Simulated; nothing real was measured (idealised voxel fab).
process module | voxel self aligned contacts
cross-section cut | 215 nm wide | cells 5 nm
A cross-section is a grid of square cells, given in bands from the top down. A band is one or more rows of cells.
Each band's line starts with the height of the band's top and of its bottom, in nm. Then come its materials from left to right, each with its width in nm. One material with "throughout" fills the band from edge to edge. "air" is empty space.
Height 0 is the level under which the wafer as received is all one material. The lowest band goes on downwards, as in "0 down".
A width such as "30 to 40" changes by the same amount from each row of cells to the next, from the band's top row to its bottom row.
"no change" after a step means that no cell of the cross-section changed.
closed voids: empty space of 8 cells or more with no open way to the top, each as width x height at its distance from the left edge, in nm
after a step's settings: what the simulator itself notes on the step
overlay nm, on a step with a mask: how far to the right of its planned place the mask lay; to the left if negative
plan
1 op RECEIVE | material Si
2 op OXIDIZE | depth nm 5
3 op DIRECTIONAL_DEP | material polySi | thk nm 20
4 op DIRECTIONAL_DEP | material SiN | thk nm 20
5 op PATTERN | tone cover | mask id GATE | material resist | width nm 25 | pitch nm 60 | thk nm 20 | overlay nm 0
6 op DIRECTIONAL_ETCH | etch materials SiN | depth nm 20
7 op DIRECTIONAL_ETCH | etch materials polySi | depth nm 20
8 op STRIP | etch materials resist
9 op CONFORMAL_DEP | material SiN | thk nm 10
10 op DIRECTIONAL_ETCH | etch materials SiN | depth nm 10
11 op FILL_DEP | material SiO2 | thk nm 15
12 op CMP | height nm 45
13 op DIRECTIONAL_DEP | material aC | thk nm 15
14 op PATTERN | tone open | mask id CONTACT | material resist | width nm 45 | pitch nm 60 | thk nm 35 | overlay nm 0
15 op DIRECTIONAL_ETCH | etch materials aC | depth nm 15
16 op STRIP | etch materials resist
17 op DIRECTIONAL_ETCH | etch materials SiO2 | depth nm 50
18 op STRIP | etch materials aC
19 op CONFORMAL_DEP | material TiN | thk nm 5
20 op FILL_DEP | material W | thk nm 5
21 op CMP | height nm 45
22 op CONFORMAL_DEP | material SiN | thk nm 5
first wafer, as planned
as received, after step 1
  0 down: Si throughout
  closed voids: none
after step 2
  0 to -5: SiO2 throughout
  below -5: unchanged
after step 3
  20 to 0: polySi throughout
  below 0: unchanged
after step 4
  40 to 20: SiN throughout
  below 20: unchanged
after step 5
  60 to 40: air 35 | resist 25 | air 35 | resist 25 | air 35 | resist 25 | air 35
  below 40: unchanged
after step 6
  60 to 40: air 35 | resist 25 | air 35 | resist 25 | air 35 | resist 25 | air 35
  40 to 20: air 35 | SiN 25 | air 35 | SiN 25 | air 35 | SiN 25 | air 35
  below 20: unchanged
after step 7
  60 to 40: air 35 | resist 25 | air 35 | resist 25 | air 35 | resist 25 | air 35
  40 to 20: air 35 | SiN 25 | air 35 | SiN 25 | air 35 | SiN 25 | air 35
  20 to 0: air 35 | polySi 25 | air 35 | polySi 25 | air 35 | polySi 25 | air 35
  below 0: unchanged
after step 8
  40 to 20: air 35 | SiN 25 | air 35 | SiN 25 | air 35 | SiN 25 | air 35
  below 20: unchanged
after step 9
  50 to 20: air 25 | SiN 45 | air 15 | SiN 45 | air 15 | SiN 45 | air 25
  20 to 10: air 25 | SiN 10 | polySi 25 | SiN 10 | air 15 | SiN 10 | polySi 25 | SiN 10 | air 15 | SiN 10 | polySi 25 | SiN 10 | air 25
  10 to 0: SiN 35 | polySi 25 | SiN 35 | polySi 25 | SiN 35 | polySi 25 | SiN 35
  below 0: unchanged
after step 10
  40 to 20: air 25 | SiN 45 | air 15 | SiN 45 | air 15 | SiN 45 | air 25
  20 to 0: air 25 | SiN 10 | polySi 25 | SiN 10 | air 15 | SiN 10 | polySi 25 | SiN 10 | air 15 | SiN 10 | polySi 25 | SiN 10 | air 25
  below 0: unchanged
after step 11
  55 to 40: SiO2 throughout
  40 to 20: SiO2 25 | SiN 45 | SiO2 15 | SiN 45 | SiO2 15 | SiN 45 | SiO2 25
  20 to 0: SiO2 25 | SiN 10 | polySi 25 | SiN 10 | SiO2 15 | SiN 10 | polySi 25 | SiN 10 | SiO2 15 | SiN 10 | polySi 25 | SiN 10 | SiO2 25
  below 0: unchanged
after step 12
  45 to 40: SiO2 throughout
  below 40: unchanged
after step 13
  60 to 45: aC throughout
  below 45: unchanged
after step 14
  95 to 60: resist 55 | air 45 | resist 15 | air 45 | resist 55
  below 60: unchanged
after step 15
  80 to 60: resist 55 | air 45 | resist 15 | air 45 | resist 55
  60 to 45: aC 55 | air 45 | aC 15 | air 45 | aC 55
  below 45: unchanged
after step 16
  60 to 45: aC 55 | air 45 | aC 15 | air 45 | aC 55
  below 45: unchanged
after step 17
  60 to 45: aC 55 | air 45 | aC 15 | air 45 | aC 55
  45 to 40: SiO2 55 | air 45 | SiO2 15 | air 45 | SiO2 55
  40 to 20: SiO2 25 | SiN 45 | air 15 | SiN 45 | air 15 | SiN 45 | SiO2 25
  20 to 0: SiO2 25 | SiN 10 | polySi 25 | SiN 10 | air 15 | SiN 10 | polySi 25 | SiN 10 | air 15 | SiN 10 | polySi 25 | SiN 10 | SiO2 25
  0 to -5: SiO2 70 | air 15 | SiO2 45 | air 15 | SiO2 70
  below -5: unchanged
after step 18
  45 to 40: SiO2 55 | air 45 | SiO2 15 | air 45 | SiO2 55
  below 40: unchanged
after step 19
  50 to 45: TiN 60 | air 35 | TiN 25 | air 35 | TiN 60
  45 to 40: SiO2 55 | TiN 20 | air 5 | TiN 20 | SiO2 15 | TiN 20 | air 5 | TiN 20 | SiO2 55
  40 to 20: SiO2 25 | SiN 45 | TiN 5 | air 5 | TiN 5 | SiN 45 | TiN 5 | air 5 | TiN 5 | SiN 45 | SiO2 25
  20 to 0: SiO2 25 | SiN 10 | polySi 25 | SiN 10 | TiN 5 | air 5 | TiN 5 | SiN 10 | polySi 25 | SiN 10 | TiN 5 | air 5 | TiN 5 | SiN 10 | polySi 25 | SiN 10 | SiO2 25
  0 to -5: SiO2 70 | TiN 15 | SiO2 45 | TiN 15 | SiO2 70
  below -5: unchanged
after step 20
  55 to 50: W throughout
  50 to 45: TiN 60 | W 35 | TiN 25 | W 35 | TiN 60
  45 to 40: SiO2 55 | TiN 20 | W 5 | TiN 20 | SiO2 15 | TiN 20 | W 5 | TiN 20 | SiO2 55
  40 to 20: SiO2 25 | SiN 45 | TiN 5 | W 5 | TiN 5 | SiN 45 | TiN 5 | W 5 | TiN 5 | SiN 45 | SiO2 25
  20 to 0: SiO2 25 | SiN 10 | polySi 25 | SiN 10 | TiN 5 | W 5 | TiN 5 | SiN 10 | polySi 25 | SiN 10 | TiN 5 | W 5 | TiN 5 | SiN 10 | polySi 25 | SiN 10 | SiO2 25
  below 0: unchanged
after step 21
  45 to 40: SiO2 55 | TiN 20 | W 5 | TiN 20 | SiO2 15 | TiN 20 | W 5 | TiN 20 | SiO2 55
  below 40: unchanged
after step 22
  50 to 45: SiN throughout
  below 45: unchanged
second wafer: like start, like plan, one mistake. Through step 8 it matches the first wafer
when step 9 should have ended
  30 to 20: air 35 | SiN 25 | air 35 | SiN 25 | air 35 | SiN 25 | air 35
  below 20: unchanged
when step 10 should have ended
  40 to 20: air 25 | SiN 45 | air 15 | SiN 45 | air 15 | SiN 45 | air 25
  20 to 10: air 25 | SiN 10 | polySi 25 | SiN 10 | air 15 | SiN 10 | polySi 25 | SiN 10 | air 15 | SiN 10 | polySi 25 | SiN 10 | air 25
  10 to 0: SiN 35 | polySi 25 | SiN 35 | polySi 25 | SiN 35 | polySi 25 | SiN 35
  below 0: unchanged
when step 11 should have ended
  55 to 40: SiO2 throughout
  40 to 20: SiO2 25 | SiN 45 | SiO2 15 | SiN 45 | SiO2 15 | SiN 45 | SiO2 25
  20 to 10: SiO2 25 | SiN 10 | polySi 25 | SiN 10 | SiO2 15 | SiN 10 | polySi 25 | SiN 10 | SiO2 15 | SiN 10 | polySi 25 | SiN 10 | SiO2 25
  below 10: unchanged
when step 12 should have ended
  45 to 40: SiO2 throughout
  below 40: unchanged
when step 13 should have ended
  60 to 45: aC throughout
  below 45: unchanged
when step 14 should have ended
  95 to 60: resist 55 | air 45 | resist 15 | air 45 | resist 55
  below 60: unchanged
when step 15 should have ended
  80 to 60: resist 55 | air 45 | resist 15 | air 45 | resist 55
  60 to 45: aC 55 | air 45 | aC 15 | air 45 | aC 55
  below 45: unchanged
when step 16 should have ended
  60 to 45: aC 55 | air 45 | aC 15 | air 45 | aC 55
  below 45: unchanged
when step 17 should have ended
  60 to 45: aC 55 | air 45 | aC 15 | air 45 | aC 55
  45 to 40: SiO2 55 | air 45 | SiO2 15 | air 45 | SiO2 55
  40 to 20: SiO2 25 | SiN 45 | air 15 | SiN 45 | air 15 | SiN 45 | SiO2 25
  20 to 10: SiO2 25 | SiN 10 | polySi 25 | SiN 10 | air 15 | SiN 10 | polySi 25 | SiN 10 | air 15 | SiN 10 | polySi 25 | SiN 10 | SiO2 25
  below 10: unchanged
when step 18 should have ended
  45 to 40: SiO2 55 | air 45 | SiO2 15 | air 45 | SiO2 55
  below 40: unchanged
when step 19 should have ended
  50 to 45: TiN 60 | air 35 | TiN 25 | air 35 | TiN 60
  45 to 40: SiO2 55 | TiN 20 | air 5 | TiN 20 | SiO2 15 | TiN 20 | air 5 | TiN 20 | SiO2 55
  40 to 20: SiO2 25 | SiN 45 | TiN 5 | air 5 | TiN 5 | SiN 45 | TiN 5 | air 5 | TiN 5 | SiN 45 | SiO2 25
  20 to 15: SiO2 25 | SiN 10 | polySi 25 | SiN 10 | TiN 5 | air 5 | TiN 5 | SiN 10 | polySi 25 | SiN 10 | TiN 5 | air 5 | TiN 5 | SiN 10 | polySi 25 | SiN 10 | SiO2 25
  15 to 10: SiO2 25 | SiN 10 | polySi 25 | SiN 10 | TiN 15 | SiN 10 | polySi 25 | SiN 10 | TiN 15 | SiN 10 | polySi 25 | SiN 10 | SiO2 25
  below 10: unchanged
when step 20 should have ended
  55 to 50: W throughout
  50 to 45: TiN 60 | W 35 | TiN 25 | W 35 | TiN 60
  45 to 40: SiO2 55 | TiN 20 | W 5 | TiN 20 | SiO2 15 | TiN 20 | W 5 | TiN 20 | SiO2 55
  40 to 20: SiO2 25 | SiN 45 | TiN 5 | W 5 | TiN 5 | SiN 45 | TiN 5 | W 5 | TiN 5 | SiN 45 | SiO2 25
  20 to 15: SiO2 25 | SiN 10 | polySi 25 | SiN 10 | TiN 5 | W 5 | TiN 5 | SiN 10 | polySi 25 | SiN 10 | TiN 5 | W 5 | TiN 5 | SiN 10 | polySi 25 | SiN 10 | SiO2 25
  below 15: unchanged
when step 21 should have ended
  45 to 40: SiO2 55 | TiN 20 | W 5 | TiN 20 | SiO2 15 | TiN 20 | W 5 | TiN 20 | SiO2 55
  below 40: unchanged
when step 22 should have ended
  50 to 45: SiN throughout
  below 45: unchanged
what went wrong: steps 9 and 10 were swapped
at the end the second wafer has, in cells: 32 more of SiN | 14 fewer of SiO2 | 12 fewer of TiN | 6 fewer of W
